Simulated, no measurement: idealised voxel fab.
Process module heading - voxel ribs on slabs
Cross-section cut: width 275 nm, square cells of 5 nm.
A cross-section in this document is a grid of square cells, and it is written down as bands, the top band listed before the ones below it; a band is made up of one or more rows of cells.
Read a band's entry like this: the first values are the height of its top and the height of its bottom in nm, and what follows is the sequence of materials from left to right, each with its width in nm. Note that "empty" is empty space, and that a single material marked "edge to edge" reaches across the band from edge to edge.
Heights from 0 (as-received wafer is one material below). Bottom band endless downward, as "top 0, no bottom".
It should be noted that a width expressed as "30 to 40" varies in equal increments from row to row of cells within the band, taking the value of the first number at the top row and that of the second number at the bottom row.
Reading "left unchanged" for a step: not a cell of the cross-section changed in it.
Closed void listing: empty space of 8 cells or more with no open way to the top, each as width x height at its distance from the left edge, in nm
Whatever follows a step's settings on its line is a remark the simulator itself makes about that step.
Each step line may optionally specify "overlay nm", which for a step with a mask gives the rightward distance between the mask's planned place and where it lay, a negative value indicating the leftward direction.

So here's the lineup of process steps we planned
1: RECEIVE, material Si
2: DIRECTIONAL_DEP, material SiO2, thk nm 20
3: DIRECTIONAL_DEP, material SiN, thk nm 20
4: MASKED_ETCH, tone cover, mask id RIB, width nm 25, etch materials SiN, depth nm 10, overlay nm 0
5: MASKED_ETCH, tone cover, mask id SLAB, width nm 45, etch materials SiN, depth nm 10, overlay nm 0
6: FILL_DEP, material SiO2, thk nm 25
7: CMP, height nm 60
8: DIRECTIONAL_DEP, material TiN, thk nm 5
9: PATTERN, tone cover, mask id HEATER, material resist, width nm 35, thk nm 20, overlay nm 0
10: DIRECTIONAL_ETCH, etch materials TiN, depth nm 5
11: STRIP, etch materials resist
12: CONFORMAL_DEP, material SiN, thk nm 10
Heads up: all these wafers start the same, and what changes between them is the width nm in step 5. The value you see in the plan is just what the first wafer got.

As-received cross-section, first of several wafers, post step 1
- top 0, no bottom = Si edge to edge
- Closed void listing: none

Module finished, last step 12 done: cross-section of the first of several wafers
- top 75, bottom 70 = empty (110)  SiN (55)  empty (110)
- top 70, bottom 65 = SiN edge to edge
- top 65, bottom 60 = SiN (120)  TiN (35)  SiN (120)
- top 60, bottom 40 = SiO2 edge to edge
- top 40, bottom 30 = SiO2 (125)  SiN (25)  SiO2 (125)
- top 30, bottom 20 = SiO2 (115)  SiN (45)  SiO2 (115)
- top 20, bottom 0 = SiO2 edge to edge
- top 0, no bottom = Si edge to edge
- Closed void listing: none

Cross-section of the last wafer at end of module
- top 75, bottom 70 = empty (110)  SiN (55)  empty (110)
- top 70, bottom 65 = SiN edge to edge
- top 65, bottom 60 = SiN (120)  TiN (35)  SiN (120)
- top 60, bottom 40 = SiO2 edge to edge
- top 40, bottom 30 = SiO2 (125)  SiN (25)  SiO2 (125)
- top 30, bottom 20 = SiO2 (105)  SiN (70)  SiO2 (100)
- top 20, bottom 0 = SiO2 edge to edge
- top 0, no bottom = Si edge to edge
- Closed void listing: none

Here is how to read the rows: every wafer has a row, and it shows the wafer at the end of the module, giving for each material how many cells were gained (+) or lost (-) since the wafer was received, then listing its closed voids
width nm 45 | +142 SiN | +632 SiO2 | +7 TiN | Closed void listing: none
width nm 50 | +144 SiN | +630 SiO2 | +7 TiN | Closed void listing: none
width nm 55 | +146 SiN | +628 SiO2 | +7 TiN | Closed void listing: none
width nm 60 | +148 SiN | +626 SiO2 | +7 TiN | Closed void listing: none
width nm 65 | +150 SiN | +624 SiO2 | +7 TiN | Closed void listing: none
width nm 70 | +152 SiN | +622 SiO2 | +7 TiN | Closed void listing: none
